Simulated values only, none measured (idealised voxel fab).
process module | voxel tone inversion
cross-section cut | 230 nm wide | cells 5 nm
A cross-section is a grid of square cells, given in bands from the top down. A band is one or more rows of cells.
Each band's line starts with the height of the band's top and of its bottom, in nm. Then come its materials from left to right, each with its width in nm. One material with "throughout" fills the band from edge to edge. "air" is empty space.
Height 0 is the level under which the wafer as received is all one material. The lowest band goes on downwards, as in "0 down".
A width such as "30 to 40" changes by the same amount from each row of cells to the next, from the band's top row to its bottom row.
"no change" after a step means that no cell of the cross-section changed.
closed voids: empty space of 8 cells or more with no open way to the top, each as width x height at its distance from the left edge, in nm
after a step's settings: what the simulator itself notes on the step
overlay nm, on a step with a mask: how far to the right of its planned place the mask lay; to the left if negative
plan
1 op RECEIVE | material Si
2 op CONFORMAL_DEP | material SiCN | thk nm 10
3 op DIRECTIONAL_DEP | material polySi | thk nm 20
4 op PATTERN | tone cover | mask id POSTS | material resist | width nm 20 | pitch nm 40 | thk nm 30 | overlay nm 0
5 op DIRECTIONAL_ETCH | etch materials polySi | depth nm 20
6 op STRIP | etch materials resist
7 op FILL_DEP | material SiO2 | thk nm 5
8 op CMP | height nm 30
9 op STRIP | etch materials polySi
10 op CONFORMAL_DEP | material TiN | thk nm 5
11 op FILL_DEP | material W | thk nm 5
12 op CMP | height nm 30
13 op CONFORMAL_DEP | material SiCN | thk nm 5
as received, after step 1
  0 down: Si throughout
  closed voids: none
a wafer at the end: this start, this plan, one mistake
  35 to 30: SiCN throughout
  30 to 15: SiO2 85 | TiN 5 | W 15 | TiN 5 | SiO2 15 | TiN 5 | W 15 | TiN 5 | SiO2 80
  15 to 10: SiO2 85 | TiN 25 | SiO2 15 | TiN 25 | SiO2 80
  10 to 0: SiCN throughout
  0 down: Si throughout
  closed voids: none
what went wrong: step 4 ran as: op PATTERN | tone cover | mask id POSTS | material resist | width nm 25 | pitch nm 40 | thk nm 30 | overlay nm 0
